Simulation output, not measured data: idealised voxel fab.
Name of the process module below: voxel capacitor over wiring
Pictured: cross-section cut, 155 nm wide, on a grid of 5 nm square cells.
When this document writes out a cross-section, it uses a grid of square cells and lists it as bands, beginning at the top and moving down, with a band standing for one or more rows of cells. Heights first: top, then bottom, in nm. Then materials, left to right, each with a width in nm. "all across" on a single material: fills the band edge to edge. "empty": empty space. Heights are reckoned from 0. Under this level, the received wafer is all of one material. The bottommost band is open-ended downward, for example "from 0 down". The expression "30 to 40" gives the width at the extremes of the band, the first number at its top row of cells and the second at its bottom row, with the width changing by equal amounts from each row to the next in between. The designation "no modifications", where it is given for a processing step, indicates that no cell of the cross-section was altered in the course of that step. "closed voids" - sealed voids, min. 8 cells, no opening to top; format: width x height at distance (distance from left edge; nm throughout). after a step's settings: what the simulator itself notes on the step. The setting "overlay nm" may be written on the line of a step. When the step uses a mask, the value reports how far to the right of the planned place the mask lay, and a negative value reports that it lay to the left.

The following list gives the planned process steps:
| 1 | RECEIVE,material Si |
| 2 | CONFORMAL_DEP,material SiO2,thk nm 15 |
| 3 | DIRECTIONAL_DEP,material TiN,thk nm 5 |
| 4 | DIRECTIONAL_DEP,material W,thk nm 15 |
| 5 | PATTERN,tone cover,mask id METAL_1,material resist,width nm 25,pitch nm 95,thk nm 20,overlay nm 0 |
| 6 | DIRECTIONAL_ETCH,etch materials W,depth nm 15 |
| 7 | DIRECTIONAL_ETCH,etch materials TiN,depth nm 5 |
| 8 | STRIP,etch materials resist |
| 9 | FILL_DEP,material lowk,thk nm 5 |
| 10 | CMP,height nm 35 |
| 11 | CONFORMAL_DEP,material SiCN,thk nm 5 |
| 12 | DIRECTIONAL_DEP,material SiO2,thk nm 20 |
| 13 | MASKED_ETCH,tone open,mask id PLUG_1,width nm 15,etch materials SiO2,depth nm 20,overlay nm 0 |
| 14 | MASKED_ETCH,tone open,mask id PLUG_1,width nm 15,etch materials SiCN,depth nm 5,overlay nm 0 |
| 15 | CONFORMAL_DEP,material TiN,thk nm 5 |
| 16 | FILL_DEP,material Cu,thk nm 5 |
| 17 | CMP,height nm 60 |
| 18 | DIRECTIONAL_DEP,material TiN,thk nm 10 |
| 19 | DIRECTIONAL_DEP,material SiN,thk nm 5 |
| 20 | DIRECTIONAL_DEP,material TiN,thk nm 10 |
| 21 | MASKED_ETCH,tone cover,mask id UPPER_PLATE,width nm 75,etch materials TiN,depth nm 10,overlay nm 0 |
| 22 | MASKED_ETCH,tone cover,mask id UPPER_PLATE,width nm 75,etch materials SiN,depth nm 5,overlay nm 0 |
| 23 | MASKED_ETCH,tone cover,mask id LOWER_PLATE,width nm 85,etch materials TiN,depth nm 10,overlay nm 0 |
| 24 | FILL_DEP,material SiO2,thk nm 15 |
| 25 | CMP,height nm 95 |
| 26 | PATTERN,tone open,mask id PLUG_2,material resist,width nm 15,thk nm 20,overlay nm 0 |
| 27 | DIRECTIONAL_ETCH,etch materials SiO2,depth nm 10 |
| 28 | STRIP,etch materials resist |
| 29 | CONFORMAL_DEP,material TiN,thk nm 5 |
| 30 | FILL_DEP,material Ru,thk nm 5 |
| 31 | CMP,height nm 95 |
| 32 | CONFORMAL_DEP,material SiCN,thk nm 5 |

Incoming wafer, cross-sectional view, post step 1:
from 0 down = Si all across
closed voids: none

First of two wafers, end-of-module section, run followed plan:
from 100 to 95 = SiCN all across
from 95 to 90 = 35 SiO2 / 5 TiN / 5 Ru / 5 TiN / 105 SiO2
from 90 to 85 = 35 SiO2 / 15 TiN / 105 SiO2
from 85 to 75 = 25 SiO2 / 75 TiN / 55 SiO2
from 75 to 70 = 25 SiO2 / 75 SiN / 55 SiO2
from 70 to 60 = 20 SiO2 / 85 TiN / 50 SiO2
from 60 to 40 = 25 SiO2 / 5 TiN / 5 Cu / 5 TiN / 115 SiO2
from 40 to 35 = 25 SiCN / 15 TiN / 115 SiCN
from 35 to 20 = 15 lowk / 25 W / 70 lowk / 25 W / 20 lowk
from 20 to 15 = 15 lowk / 25 TiN / 70 lowk / 25 TiN / 20 lowk
from 15 to 0 = SiO2 all across
from 0 down = Si all across
closed voids: none

End of module, second wafer, cross-section. Started like the first, planned like the first, run with one mistake:
from 100 to 95 = SiCN all across
from 95 to 90 = 35 SiO2 / 5 TiN / 5 Ru / 5 TiN / 105 SiO2
from 90 to 85 = 35 SiO2 / 15 TiN / 105 SiO2
from 85 to 75 = 25 SiO2 / 75 TiN / 55 SiO2
from 75 to 70 = 25 SiO2 / 75 SiN / 55 SiO2
from 70 to 60 = 20 SiO2 / 85 TiN / 50 SiO2
from 60 to 45 = 20 Cu / 5 TiN / 15 SiO2 / 5 TiN / 110 Cu
from 45 to 40 = 25 TiN / 15 SiO2 / 115 TiN
from 40 to 35 = SiCN all across
from 35 to 20 = 15 lowk / 25 W / 70 lowk / 25 W / 20 lowk
from 20 to 15 = 15 lowk / 25 TiN / 70 lowk / 25 TiN / 20 lowk
from 15 to 0 = SiO2 all across
from 0 down = Si all across
closed voids: none
Which mistake was made when the wafer was run? step 13 was processed under conditions differing from the plan, specifically as MASKED_ETCH,tone cover,mask id PLUG_1,width nm 15,etch materials SiO2,depth nm 20,overlay nm 0
In the final state, the cell counts of the second wafer exceed or fall short of those of the first for the following materials: +74 Cu, +3 SiCN, -100 SiO2, +23 TiN
